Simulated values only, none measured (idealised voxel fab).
process module | voxel self aligned vias
cross-section cut | 255 nm wide | cells 5 nm
A cross-section is a grid of square cells, given in bands from the top down. A band is one or more rows of cells.
Each band's line starts with the height of the band's top and of its bottom, in nm. Then come its materials from left to right, each with its width in nm. One material with "throughout" fills the band from edge to edge. "air" is empty space.
Height 0 is the level under which the wafer as received is all one material. The lowest band goes on downwards, as in "0 down".
A width such as "30 to 40" changes by the same amount from each row of cells to the next, from the band's top row to its bottom row.
"no change" after a step means that no cell of the cross-section changed.
closed voids: empty space of 8 cells or more with no open way to the top, each as width x height at its distance from the left edge, in nm
after a step's settings: what the simulator itself notes on the step
overlay nm, on a step with a mask: how far to the right of its planned place the mask lay; to the left if negative
Each pair below shows a cross-section before one step and the cross-section after it, down to the lowest band that changed. The line under each pair gives the step between them, with its settings. The pairs can come from different runs of this module on the same starting wafer, so a pair continues from the pair above only where its "before" says so.
before
  55 to 50: TiN 55 | air 15 | TiN 50 | air 15 | TiN 50 | air 15 | TiN 55
  50 to 30: SiO2 50 | TiN 5 | air 15 | TiN 5 | SiO2 40 | TiN 5 | air 15 | TiN 5 | SiO2 40 | TiN 5 | air 15 | TiN 5 | SiO2 50
  30 to 25: SiO2 50 | TiN 25 | SiO2 40 | TiN 25 | SiO2 40 | TiN 25 | SiO2 50
  25 to 20: SiCN throughout
  20 to 0: SiO2 throughout
  0 down: Si throughout
  closed voids: none
after
  65 to 55: W throughout
  55 to 50: TiN 55 | W 15 | TiN 50 | W 15 | TiN 50 | W 15 | TiN 55
  50 to 30: SiO2 50 | TiN 5 | W 15 | TiN 5 | SiO2 40 | TiN 5 | W 15 | TiN 5 | SiO2 40 | TiN 5 | W 15 | TiN 5 | SiO2 50
  below 30: unchanged
  closed voids: none
the step between: op FILL_DEP | material W | thk nm 10
before: the cross-section after the pair above
after
  45 to 30: SiO2 50 | TiN 5 | W 15 | TiN 5 | SiO2 40 | TiN 5 | W 15 | TiN 5 | SiO2 40 | TiN 5 | W 15 | TiN 5 | SiO2 50
  below 30: unchanged
  closed voids: none
the step between: op CMP | height nm 45
before: the cross-section after the pair above
after
  45 to 40: SiO2 50 | air 25 | SiO2 40 | air 25 | SiO2 40 | air 25 | SiO2 50
  below 40: unchanged
  closed voids: none
the step between: op SELECTIVE_ETCH | etch materials W Ru TiN | depth nm 5
before: the cross-section after the pair above
after
  55 to 45: SiN throughout
  45 to 40: SiO2 50 | SiN 25 | SiO2 40 | SiN 25 | SiO2 40 | SiN 25 | SiO2 50
  below 40: unchanged
  closed voids: none
the step between: op FILL_DEP | material SiN | thk nm 10
before: the cross-section after the pair above
after
  45 to 40: SiO2 50 | SiN 25 | SiO2 40 | SiN 25 | SiO2 40 | SiN 25 | SiO2 50
  below 40: unchanged
  closed voids: none
the step between: op CMP | height nm 45
before: the cross-section after the pair above
after
  65 to 45: SiO2 throughout
  below 45: unchanged
  closed voids: none
the step between: op DIRECTIONAL_DEP | material SiO2 | thk nm 20
before: the cross-section after the pair above
after
  80 to 65: aC throughout
  below 65: unchanged
  closed voids: none
the step between: op DIRECTIONAL_DEP | material aC | thk nm 15
before: the cross-section after the pair above
after
  110 to 80: resist 40 | air 45 | resist 20 | air 45 | resist 20 | air 45 | resist 40
  below 80: unchanged
  closed voids: none
the step between: op PATTERN | tone open | mask id VIAS | material resist | width nm 45 | pitch nm 65 | thk nm 30 | overlay nm 0
before: the cross-section after the pair above
after
  95 to 80: resist 40 | air 45 | resist 20 | air 45 | resist 20 | air 45 | resist 40
  80 to 65: aC 40 | air 45 | aC 20 | air 45 | aC 20 | air 45 | aC 40
  below 65: unchanged
  closed voids: none
the step between: op DIRECTIONAL_ETCH | etch materials aC | depth nm 15
before: the cross-section after the pair above
after
  80 to 65: aC 40 | air 45 | aC 20 | air 45 | aC 20 | air 45 | aC 40
  below 65: unchanged
  closed voids: none
the step between: op STRIP | etch materials resist
before: the cross-section after the pair above
after
  80 to 65: aC 40 | air 45 | aC 20 | air 45 | aC 20 | air 45 | aC 40
  65 to 45: SiO2 40 | air 45 | SiO2 20 | air 45 | SiO2 20 | air 45 | SiO2 40
  below 45: unchanged
  closed voids: none
the step between: op DIRECTIONAL_ETCH | etch materials SiO2 | depth nm 20
before: the cross-section after the pair above
after
  80 to 65: aC 40 | air 45 | aC 20 | air 45 | aC 20 | air 45 | aC 40
  65 to 45: SiO2 40 | air 45 | SiO2 20 | air 45 | SiO2 20 | air 45 | SiO2 40
  45 to 40: SiO2 50 | air 25 | SiO2 40 | air 25 | SiO2 40 | air 25 | SiO2 50
  below 40: unchanged
  closed voids: none
the step between: op DIRECTIONAL_ETCH | etch materials SiN | depth nm 5
before: the cross-section after the pair above
after
  65 to 45: SiO2 40 | air 45 | SiO2 20 | air 45 | SiO2 20 | air 45 | SiO2 40
  below 45: unchanged
  closed voids: none
the step between: op STRIP | etch materials aC
before: the cross-section after the pair above
after
  70 to 65: TiN 45 | air 35 | TiN 30 | air 35 | TiN 30 | air 35 | TiN 45
  65 to 50: SiO2 40 | TiN 5 | air 35 | TiN 5 | SiO2 20 | TiN 5 | air 35 | TiN 5 | SiO2 20 | TiN 5 | air 35 | TiN 5 | SiO2 40
  50 to 45: SiO2 40 | TiN 15 | air 15 | TiN 15 | SiO2 20 | TiN 15 | air 15 | TiN 15 | SiO2 20 | TiN 15 | air 15 | TiN 15 | SiO2 40
  45 to 40: SiO2 50 | TiN 25 | SiO2 40 | TiN 25 | SiO2 40 | TiN 25 | SiO2 50
  below 40: unchanged
  closed voids: none
the step between: op CONFORMAL_DEP | material TiN | thk nm 5
before: the cross-section after the pair above
after
  75 to 70: W throughout
  70 to 65: TiN 45 | W 35 | TiN 30 | W 35 | TiN 30 | W 35 | TiN 45
  65 to 50: SiO2 40 | TiN 5 | W 35 | TiN 5 | SiO2 20 | TiN 5 | W 35 | TiN 5 | SiO2 20 | TiN 5 | W 35 | TiN 5 | SiO2 40
  50 to 45: SiO2 40 | TiN 15 | W 15 | TiN 15 | SiO2 20 | TiN 15 | W 15 | TiN 15 | SiO2 20 | TiN 15 | W 15 | TiN 15 | SiO2 40
  below 45: unchanged
  closed voids: none
the step between: op FILL_DEP | material W | thk nm 5
before: the cross-section after the pair above
after
  65 to 50: SiO2 40 | TiN 5 | W 35 | TiN 5 | SiO2 20 | TiN 5 | W 35 | TiN 5 | SiO2 20 | TiN 5 | W 35 | TiN 5 | SiO2 40
  below 50: unchanged
  closed voids: none
the step between: op CMP | height nm 65
before: the cross-section after the pair above
after
  70 to 65: SiN throughout
  below 65: unchanged
  closed voids: none
the step between: op CONFORMAL_DEP | material SiN | thk nm 5
before
  80 to 65: aC throughout
  65 to 45: SiO2 throughout
  45 to 40: SiO2 50 | SiN 25 | SiO2 40 | SiN 25 | SiO2 40 | SiN 25 | SiO2 50
  40 to 25: SiO2 50 | TiN 5 | W 15 | TiN 5 | SiO2 40 | TiN 5 | W 15 | TiN 5 | SiO2 40 | TiN 5 | W 15 | TiN 5 | SiO2 50
  25 to 20: SiO2 50 | TiN 25 | SiO2 40 | TiN 25 | SiO2 40 | TiN 25 | SiO2 50
  20 to 15: SiCN throughout
  15 to 0: SiO2 throughout
  0 down: Si throughout
  closed voids: none
after
  110 to 80: resist 45 | air 35 | resist 30 | air 35 | resist 30 | air 35 | resist 45
  below 80: unchanged
  closed voids: none
the step between: op PATTERN | tone open | mask id VIAS | material resist | width nm 35 | pitch nm 65 | thk nm 30 | overlay nm 0
before: the cross-section after the pair above
after
  95 to 80: resist 45 | air 35 | resist 30 | air 35 | resist 30 | air 35 | resist 45
  80 to 65: aC 45 | air 35 | aC 30 | air 35 | aC 30 | air 35 | aC 45
  below 65: unchanged
  closed voids: none
the step between: op DIRECTIONAL_ETCH | etch materials aC | depth nm 15
before: the cross-section after the pair above
after
  80 to 65: aC 45 | air 35 | aC 30 | air 35 | aC 30 | air 35 | aC 45
  below 65: unchanged
  closed voids: none
the step between: op STRIP | etch materials resist
before: the cross-section after the pair above
after
  80 to 65: aC 45 | air 35 | aC 30 | air 35 | aC 30 | air 35 | aC 45
  65 to 45: SiO2 45 | air 35 | SiO2 30 | air 35 | SiO2 30 | air 35 | SiO2 45
  below 45: unchanged
  closed voids: none
the step between: op DIRECTIONAL_ETCH | etch materials SiO2 | depth nm 20
before: the cross-section after the pair above
after
  80 to 65: aC 45 | air 35 | aC 30 | air 35 | aC 30 | air 35 | aC 45
  65 to 45: SiO2 45 | air 35 | SiO2 30 | air 35 | SiO2 30 | air 35 | SiO2 45
  45 to 40: SiO2 50 | air 25 | SiO2 40 | air 25 | SiO2 40 | air 25 | SiO2 50
  below 40: unchanged
  closed voids: none
the step between: op DIRECTIONAL_ETCH | etch materials SiN | depth nm 5
before: the cross-section after the pair above
after
  65 to 45: SiO2 45 | air 35 | SiO2 30 | air 35 | SiO2 30 | air 35 | SiO2 45
  below 45: unchanged
  closed voids: none
the step between: op STRIP | etch materials aC
before: the cross-section after the pair above
after
  70 to 65: TiN 50 | air 25 | TiN 40 | air 25 | TiN 40 | air 25 | TiN 50
  65 to 50: SiO2 45 | TiN 5 | air 25 | TiN 5 | SiO2 30 | TiN 5 | air 25 | TiN 5 | SiO2 30 | TiN 5 | air 25 | TiN 5 | SiO2 45
  50 to 45: SiO2 45 | TiN 10 | air 15 | TiN 10 | SiO2 30 | TiN 10 | air 15 | TiN 10 | SiO2 30 | TiN 10 | air 15 | TiN 10 | SiO2 45
  45 to 40: SiO2 50 | TiN 25 | SiO2 40 | TiN 25 | SiO2 40 | TiN 25 | SiO2 50
  below 40: unchanged
  closed voids: none
the step between: op CONFORMAL_DEP | material TiN | thk nm 5
before: the cross-section after the pair above
after
  75 to 70: W throughout
  70 to 65: TiN 50 | W 25 | TiN 40 | W 25 | TiN 40 | W 25 | TiN 50
  65 to 50: SiO2 45 | TiN 5 | W 25 | TiN 5 | SiO2 30 | TiN 5 | W 25 | TiN 5 | SiO2 30 | TiN 5 | W 25 | TiN 5 | SiO2 45
  50 to 45: SiO2 45 | TiN 10 | W 15 | TiN 10 | SiO2 30 | TiN 10 | W 15 | TiN 10 | SiO2 30 | TiN 10 | W 15 | TiN 10 | SiO2 45
  below 45: unchanged
  closed voids: none
the step between: op FILL_DEP | material W | thk nm 5
before: the cross-section after the pair above
after
  65 to 50: SiO2 45 | TiN 5 | W 25 | TiN 5 | SiO2 30 | TiN 5 | W 25 | TiN 5 | SiO2 30 | TiN 5 | W 25 | TiN 5 | SiO2 45
  below 50: unchanged
  closed voids: none
the step between: op CMP | height nm 65
before: the cross-section after the pair above
after
  70 to 65: SiN throughout
  below 65: unchanged
  closed voids: none
the step between: op CONFORMAL_DEP | material SiN | thk nm 5
before
  80 to 65: aC throughout
  65 to 45: SiO2 throughout
  45 to 40: SiO2 50 | SiN 25 | SiO2 40 | SiN 25 | SiO2 40 | SiN 25 | SiO2 50
  40 to 25: SiO2 50 | TiN 5 | W 15 | TiN 5 | SiO2 40 | TiN 5 | W 15 | TiN 5 | SiO2 40 | TiN 5 | W 15 | TiN 5 | SiO2 50
  25 to 20: SiO2 50 | TiN 25 | SiO2 40 | TiN 25 | SiO2 40 | TiN 25 | SiO2 50
  20 to 15: SiCN throughout
  15 to 0: SiO2 throughout
  0 down: Si throughout
  closed voids: none
after
  110 to 80: resist 50 | air 45 | resist 20 | air 45 | resist 20 | air 45 | resist 30
  below 80: unchanged
  closed voids: none
the step between: op PATTERN | tone open | mask id VIAS | material resist | width nm 45 | pitch nm 65 | thk nm 30 | overlay nm 10
before: the cross-section after the pair above
after
  95 to 80: resist 50 | air 45 | resist 20 | air 45 | resist 20 | air 45 | resist 30
  80 to 65: aC 50 | air 45 | aC 20 | air 45 | aC 20 | air 45 | aC 30
  below 65: unchanged
  closed voids: none
the step between: op DIRECTIONAL_ETCH | etch materials aC | depth nm 15
before: the cross-section after the pair above
after
  80 to 65: aC 50 | air 45 | aC 20 | air 45 | aC 20 | air 45 | aC 30
  below 65: unchanged
  closed voids: none
the step between: op STRIP | etch materials resist
before: the cross-section after the pair above
after
  80 to 65: aC 50 | air 45 | aC 20 | air 45 | aC 20 | air 45 | aC 30
  65 to 45: SiO2 50 | air 45 | SiO2 20 | air 45 | SiO2 20 | air 45 | SiO2 30
  below 45: unchanged
  closed voids: none
the step between: op DIRECTIONAL_ETCH | etch materials SiO2 | depth nm 20
before: the cross-section after the pair above
after
  80 to 65: aC 50 | air 45 | aC 20 | air 45 | aC 20 | air 45 | aC 30
  65 to 45: SiO2 50 | air 45 | SiO2 20 | air 45 | SiO2 20 | air 45 | SiO2 30
  45 to 40: SiO2 50 | air 25 | SiO2 40 | air 25 | SiO2 40 | air 25 | SiO2 50
  below 40: unchanged
  closed voids: none
the step between: op DIRECTIONAL_ETCH | etch materials SiN | depth nm 5
before: the cross-section after the pair above
after
  65 to 45: SiO2 50 | air 45 | SiO2 20 | air 45 | SiO2 20 | air 45 | SiO2 30
  below 45: unchanged
  closed voids: none
the step between: op STRIP | etch materials aC
before: the cross-section after the pair above
after
  70 to 65: TiN 55 | air 35 | TiN 30 | air 35 | TiN 30 | air 35 | TiN 35
  65 to 50: SiO2 50 | TiN 5 | air 35 | TiN 5 | SiO2 20 | TiN 5 | air 35 | TiN 5 | SiO2 20 | TiN 5 | air 35 | TiN 5 | SiO2 30
  50 to 45: SiO2 50 | TiN 5 | air 15 | TiN 25 | SiO2 20 | TiN 5 | air 15 | TiN 25 | SiO2 20 | TiN 5 | air 15 | TiN 25 | SiO2 30
  45 to 40: SiO2 50 | TiN 25 | SiO2 40 | TiN 25 | SiO2 40 | TiN 25 | SiO2 50
  below 40: unchanged
  closed voids: none
the step between: op CONFORMAL_DEP | material TiN | thk nm 5
before: the cross-section after the pair above
after
  75 to 70: W throughout
  70 to 65: TiN 55 | W 35 | TiN 30 | W 35 | TiN 30 | W 35 | TiN 35
  65 to 50: SiO2 50 | TiN 5 | W 35 | TiN 5 | SiO2 20 | TiN 5 | W 35 | TiN 5 | SiO2 20 | TiN 5 | W 35 | TiN 5 | SiO2 30
  50 to 45: SiO2 50 | TiN 5 | W 15 | TiN 25 | SiO2 20 | TiN 5 | W 15 | TiN 25 | SiO2 20 | TiN 5 | W 15 | TiN 25 | SiO2 30
  below 45: unchanged
  closed voids: none
the step between: op FILL_DEP | material W | thk nm 5
before: the cross-section after the pair above
after
  65 to 50: SiO2 50 | TiN 5 | W 35 | TiN 5 | SiO2 20 | TiN 5 | W 35 | TiN 5 | SiO2 20 | TiN 5 | W 35 | TiN 5 | SiO2 30
  below 50: unchanged
  closed voids: none
the step between: op CMP | height nm 65
before: the cross-section after the pair above
after
  70 to 65: SiN throughout
  below 65: unchanged
  closed voids: none
the step between: op CONFORMAL_DEP | material SiN | thk nm 5
before
  15 to 0: SiO2 throughout
  0 down: Si throughout
  closed voids: none
after
  20 to 15: Ru throughout
  below 15: unchanged
  closed voids: none
the step between: op CONFORMAL_DEP | material Ru | thk nm 5
before: the cross-section after the pair above
after
  45 to 20: SiO2 throughout
  below 20: unchanged
  closed voids: none
the step between: op DIRECTIONAL_DEP | material SiO2 | thk nm 25
before: the cross-section after the pair above
after
  65 to 45: resist 50 | air 25 | resist 40 | air 25 | resist 40 | air 25 | resist 50
  below 45: unchanged
  closed voids: none
the step between: op PATTERN | tone open | mask id LINES | material resist | width nm 25 | pitch nm 65 | thk nm 20 | overlay nm 0
before: the cross-section after the pair above
after
  65 to 45: resist 50 | air 25 | resist 40 | air 25 | resist 40 | air 25 | resist 50
  45 to 20: SiO2 50 | air 25 | SiO2 40 | air 25 | SiO2 40 | air 25 | SiO2 50
  below 20: unchanged
  closed voids: none
the step between: op DIRECTIONAL_ETCH | etch materials SiO2 | depth nm 25
before: the cross-section after the pair above
after
  45 to 20: SiO2 50 | air 25 | SiO2 40 | air 25 | SiO2 40 | air 25 | SiO2 50
  below 20: unchanged
  closed voids: none
the step between: op STRIP | etch materials resist
before: the cross-section after the pair above
after
  50 to 45: TiN 55 | air 15 | TiN 50 | air 15 | TiN 50 | air 15 | TiN 55
  45 to 25: SiO2 50 | TiN 5 | air 15 | TiN 5 | SiO2 40 | TiN 5 | air 15 | TiN 5 | SiO2 40 | TiN 5 | air 15 | TiN 5 | SiO2 50
  25 to 20: SiO2 50 | TiN 25 | SiO2 40 | TiN 25 | SiO2 40 | TiN 25 | SiO2 50
  below 20: unchanged
  closed voids: none
the step between: op CONFORMAL_DEP | material TiN | thk nm 5
before: the cross-section after the pair above
after
  60 to 50: W throughout
  50 to 45: TiN 55 | W 15 | TiN 50 | W 15 | TiN 50 | W 15 | TiN 55
  45 to 25: SiO2 50 | TiN 5 | W 15 | TiN 5 | SiO2 40 | TiN 5 | W 15 | TiN 5 | SiO2 40 | TiN 5 | W 15 | TiN 5 | SiO2 50
  below 25: unchanged
  closed voids: none
the step between: op FILL_DEP | material W | thk nm 10
before: the cross-section after the pair above
after
  45 to 25: SiO2 50 | TiN 5 | W 15 | TiN 5 | SiO2 40 | TiN 5 | W 15 | TiN 5 | SiO2 40 | TiN 5 | W 15 | TiN 5 | SiO2 50
  below 25: unchanged
  closed voids: none
the step between: op CMP | height nm 45
before: the cross-section after the pair above
after
  45 to 40: SiO2 50 | air 25 | SiO2 40 | air 25 | SiO2 40 | air 25 | SiO2 50
  below 40: unchanged
  closed voids: none
the step between: op SELECTIVE_ETCH | etch materials W Ru TiN | depth nm 5
before: the cross-section after the pair above
after
  55 to 45: SiN throughout
  45 to 40: SiO2 50 | SiN 25 | SiO2 40 | SiN 25 | SiO2 40 | SiN 25 | SiO2 50
  below 40: unchanged
  closed voids: none
the step between: op FILL_DEP | material SiN | thk nm 10
before: the cross-section after the pair above
after
  45 to 40: SiO2 50 | SiN 25 | SiO2 40 | SiN 25 | SiO2 40 | SiN 25 | SiO2 50
  below 40: unchanged
  closed voids: none
the step between: op CMP | height nm 45
before: the cross-section after the pair above
after
  65 to 45: SiO2 throughout
  below 45: unchanged
  closed voids: none
the step between: op DIRECTIONAL_DEP | material SiO2 | thk nm 20
before: the cross-section after the pair above
after
  80 to 65: aC throughout
  below 65: unchanged
  closed voids: none
the step between: op DIRECTIONAL_DEP | material aC | thk nm 15
before: the cross-section after the pair above
after
  110 to 80: resist 40 | air 45 | resist 20 | air 45 | resist 20 | air 45 | resist 40
  below 80: unchanged
  closed voids: none
the step between: op PATTERN | tone open | mask id VIAS | material resist | width nm 45 | pitch nm 65 | thk nm 30 | overlay nm 0
before: the cross-section after the pair above
after
  95 to 80: resist 40 | air 45 | resist 20 | air 45 | resist 20 | air 45 | resist 40
  80 to 65: aC 40 | air 45 | aC 20 | air 45 | aC 20 | air 45 | aC 40
  below 65: unchanged
  closed voids: none
the step between: op DIRECTIONAL_ETCH | etch materials aC | depth nm 15
before: the cross-section after the pair above
after
  80 to 65: aC 40 | air 45 | aC 20 | air 45 | aC 20 | air 45 | aC 40
  below 65: unchanged
  closed voids: none
the step between: op STRIP | etch materials resist
before: the cross-section after the pair above
after
  80 to 65: aC 40 | air 45 | aC 20 | air 45 | aC 20 | air 45 | aC 40
  65 to 45: SiO2 40 | air 45 | SiO2 20 | air 45 | SiO2 20 | air 45 | SiO2 40
  below 45: unchanged
  closed voids: none
the step between: op DIRECTIONAL_ETCH | etch materials SiO2 | depth nm 20
before: the cross-section after the pair above
after
  80 to 65: aC 40 | air 45 | aC 20 | air 45 | aC 20 | air 45 | aC 40
  65 to 45: SiO2 40 | air 45 | SiO2 20 | air 45 | SiO2 20 | air 45 | SiO2 40
  45 to 40: SiO2 50 | air 25 | SiO2 40 | air 25 | SiO2 40 | air 25 | SiO2 50
  below 40: unchanged
  closed voids: none
the step between: op DIRECTIONAL_ETCH | etch materials SiN | depth nm 5
before: the cross-section after the pair above
after
  65 to 45: SiO2 40 | air 45 | SiO2 20 | air 45 | SiO2 20 | air 45 | SiO2 40
  below 45: unchanged
  closed voids: none
the step between: op STRIP | etch materials aC
before: the cross-section after the pair above
after
  70 to 65: TiN 45 | air 35 | TiN 30 | air 35 | TiN 30 | air 35 | TiN 45
  65 to 50: SiO2 40 | TiN 5 | air 35 | TiN 5 | SiO2 20 | TiN 5 | air 35 | TiN 5 | SiO2 20 | TiN 5 | air 35 | TiN 5 | SiO2 40
  50 to 45: SiO2 40 | TiN 15 | air 15 | TiN 15 | SiO2 20 | TiN 15 | air 15 | TiN 15 | SiO2 20 | TiN 15 | air 15 | TiN 15 | SiO2 40
  45 to 40: SiO2 50 | TiN 25 | SiO2 40 | TiN 25 | SiO2 40 | TiN 25 | SiO2 50
  below 40: unchanged
  closed voids: none
the step between: op CONFORMAL_DEP | material TiN | thk nm 5
before: the cross-section after the pair above
after
  75 to 70: W throughout
  70 to 65: TiN 45 | W 35 | TiN 30 | W 35 | TiN 30 | W 35 | TiN 45
  65 to 50: SiO2 40 | TiN 5 | W 35 | TiN 5 | SiO2 20 | TiN 5 | W 35 | TiN 5 | SiO2 20 | TiN 5 | W 35 | TiN 5 | SiO2 40
  50 to 45: SiO2 40 | TiN 15 | W 15 | TiN 15 | SiO2 20 | TiN 15 | W 15 | TiN 15 | SiO2 20 | TiN 15 | W 15 | TiN 15 | SiO2 40
  below 45: unchanged
  closed voids: none
the step between: op FILL_DEP | material W | thk nm 5
before: the cross-section after the pair above
after
  65 to 50: SiO2 40 | TiN 5 | W 35 | TiN 5 | SiO2 20 | TiN 5 | W 35 | TiN 5 | SiO2 20 | TiN 5 | W 35 | TiN 5 | SiO2 40
  below 50: unchanged
  closed voids: none
the step between: op CMP | height nm 65
before: the cross-section after the pair above
after
  70 to 65: SiN throughout
  below 65: unchanged
  closed voids: none
the step between: op CONFORMAL_DEP | material SiN | thk nm 5
before
  45 to 20: SiO2 throughout
  20 to 15: SiCN throughout
  15 to 0: SiO2 throughout
  0 down: Si throughout
  closed voids: none
after
  65 to 45: air 50 | resist 25 | air 40 | resist 25 | air 40 | resist 25 | air 50
  below 45: unchanged
  closed voids: none
the step between: op PATTERN | tone cover | mask id LINES | material resist | width nm 25 | pitch nm 65 | thk nm 20 | overlay nm 0
before: the cross-section after the pair above
after
  65 to 45: air 50 | resist 25 | air 40 | resist 25 | air 40 | resist 25 | air 50
  45 to 20: air 50 | SiO2 25 | air 40 | SiO2 25 | air 40 | SiO2 25 | air 50
  below 20: unchanged
  closed voids: none
the step between: op DIRECTIONAL_ETCH | etch materials SiO2 | depth nm 25
before: the cross-section after the pair above
after
  45 to 20: air 50 | SiO2 25 | air 40 | SiO2 25 | air 40 | SiO2 25 | air 50
  below 20: unchanged
  closed voids: none
the step between: op STRIP | etch materials resist
before: the cross-section after the pair above
after
  50 to 45: air 45 | TiN 35 | air 30 | TiN 35 | air 30 | TiN 35 | air 45
  45 to 25: air 45 | TiN 5 | SiO2 25 | TiN 5 | air 30 | TiN 5 | SiO2 25 | TiN 5 | air 30 | TiN 5 | SiO2 25 | TiN 5 | air 45
  25 to 20: TiN 50 | SiO2 25 | TiN 40 | SiO2 25 | TiN 40 | SiO2 25 | TiN 50
  below 20: unchanged
  closed voids: none
the step between: op CONFORMAL_DEP | material TiN | thk nm 5
before: the cross-section after the pair above
after
  60 to 50: W throughout
  50 to 45: W 45 | TiN 35 | W 30 | TiN 35 | W 30 | TiN 35 | W 45
  45 to 25: W 45 | TiN 5 | SiO2 25 | TiN 5 | W 30 | TiN 5 | SiO2 25 | TiN 5 | W 30 | TiN 5 | SiO2 25 | TiN 5 | W 45
  below 25: unchanged
  closed voids: none
the step between: op FILL_DEP | material W | thk nm 10
before: the cross-section after the pair above
after
  45 to 25: W 45 | TiN 5 | SiO2 25 | TiN 5 | W 30 | TiN 5 | SiO2 25 | TiN 5 | W 30 | TiN 5 | SiO2 25 | TiN 5 | W 45
  below 25: unchanged
  closed voids: none
the step between: op CMP | height nm 45
before: the cross-section after the pair above
after
  45 to 40: air 50 | SiO2 25 | air 40 | SiO2 25 | air 40 | SiO2 25 | air 50
  below 40: unchanged
  closed voids: none
the step between: op SELECTIVE_ETCH | etch materials W Ru TiN | depth nm 5
before: the cross-section after the pair above
after
  55 to 45: SiN throughout
  45 to 40: SiN 50 | SiO2 25 | SiN 40 | SiO2 25 | SiN 40 | SiO2 25 | SiN 50
  below 40: unchanged
  closed voids: none
the step between: op FILL_DEP | material SiN | thk nm 10
before: the cross-section after the pair above
after
  45 to 40: SiN 50 | SiO2 25 | SiN 40 | SiO2 25 | SiN 40 | SiO2 25 | SiN 50
  below 40: unchanged
  closed voids: none
the step between: op CMP | height nm 45
before: the cross-section after the pair above
after
  65 to 45: SiO2 throughout
  below 45: unchanged
  closed voids: none
the step between: op DIRECTIONAL_DEP | material SiO2 | thk nm 20
before: the cross-section after the pair above
after
  80 to 65: aC throughout
  below 65: unchanged
  closed voids: none
the step between: op DIRECTIONAL_DEP | material aC | thk nm 15
before: the cross-section after the pair above
after
  110 to 80: resist 40 | air 45 | resist 20 | air 45 | resist 20 | air 45 | resist 40
  below 80: unchanged
  closed voids: none
the step between: op PATTERN | tone open | mask id VIAS | material resist | width nm 45 | pitch nm 65 | thk nm 30 | overlay nm 0
before: the cross-section after the pair above
after
  95 to 80: resist 40 | air 45 | resist 20 | air 45 | resist 20 | air 45 | resist 40
  80 to 65: aC 40 | air 45 | aC 20 | air 45 | aC 20 | air 45 | aC 40
  below 65: unchanged
  closed voids: none
the step between: op DIRECTIONAL_ETCH | etch materials aC | depth nm 15
before: the cross-section after the pair above
after
  80 to 65: aC 40 | air 45 | aC 20 | air 45 | aC 20 | air 45 | aC 40
  below 65: unchanged
  closed voids: none
the step between: op STRIP | etch materials resist
before: the cross-section after the pair above
after
  80 to 65: aC 40 | air 45 | aC 20 | air 45 | aC 20 | air 45 | aC 40
  65 to 45: SiO2 40 | air 45 | SiO2 20 | air 45 | SiO2 20 | air 45 | SiO2 40
  below 45: unchanged
  closed voids: none
the step between: op DIRECTIONAL_ETCH | etch materials SiO2 | depth nm 20
before: the cross-section after the pair above
after
  80 to 65: aC 40 | air 45 | aC 20 | air 45 | aC 20 | air 45 | aC 40
  65 to 45: SiO2 40 | air 45 | SiO2 20 | air 45 | SiO2 20 | air 45 | SiO2 40
  45 to 40: SiN 40 | air 10 | SiO2 25 | air 10 | SiN 20 | air 10 | SiO2 25 | air 10 | SiN 20 | air 10 | SiO2 25 | air 10 | SiN 40
  below 40: unchanged
  closed voids: none
the step between: op DIRECTIONAL_ETCH | etch materials SiN | depth nm 5
before: the cross-section after the pair above
after
  65 to 45: SiO2 40 | air 45 | SiO2 20 | air 45 | SiO2 20 | air 45 | SiO2 40
  below 45: unchanged
  closed voids: none
the step between: op STRIP | etch materials aC
before: the cross-section after the pair above
after
  70 to 65: TiN 45 | air 35 | TiN 30 | air 35 | TiN 30 | air 35 | TiN 45
  65 to 50: SiO2 40 | TiN 5 | air 35 | TiN 5 | SiO2 20 | TiN 5 | air 35 | TiN 5 | SiO2 20 | TiN 5 | air 35 | TiN 5 | SiO2 40
  50 to 45: SiO2 40 | TiN 45 | SiO2 20 | TiN 45 | SiO2 20 | TiN 45 | SiO2 40
  45 to 40: SiN 40 | TiN 10 | SiO2 25 | TiN 10 | SiN 20 | TiN 10 | SiO2 25 | TiN 10 | SiN 20 | TiN 10 | SiO2 25 | TiN 10 | SiN 40
  below 40: unchanged
  closed voids: none
the step between: op CONFORMAL_DEP | material TiN | thk nm 5
before: the cross-section after the pair above
after
  75 to 70: W throughout
  70 to 65: TiN 45 | W 35 | TiN 30 | W 35 | TiN 30 | W 35 | TiN 45
  65 to 50: SiO2 40 | TiN 5 | W 35 | TiN 5 | SiO2 20 | TiN 5 | W 35 | TiN 5 | SiO2 20 | TiN 5 | W 35 | TiN 5 | SiO2 40
  below 50: unchanged
  closed voids: none
the step between: op FILL_DEP | material W | thk nm 5
before: the cross-section after the pair above
after
  65 to 50: SiO2 40 | TiN 5 | W 35 | TiN 5 | SiO2 20 | TiN 5 | W 35 | TiN 5 | SiO2 20 | TiN 5 | W 35 | TiN 5 | SiO2 40
  below 50: unchanged
  closed voids: none
the step between: op CMP | height nm 65
before: the cross-section after the pair above
after
  70 to 65: SiN throughout
  below 65: unchanged
  closed voids: none
the step between: op CONFORMAL_DEP | material SiN | thk nm 5
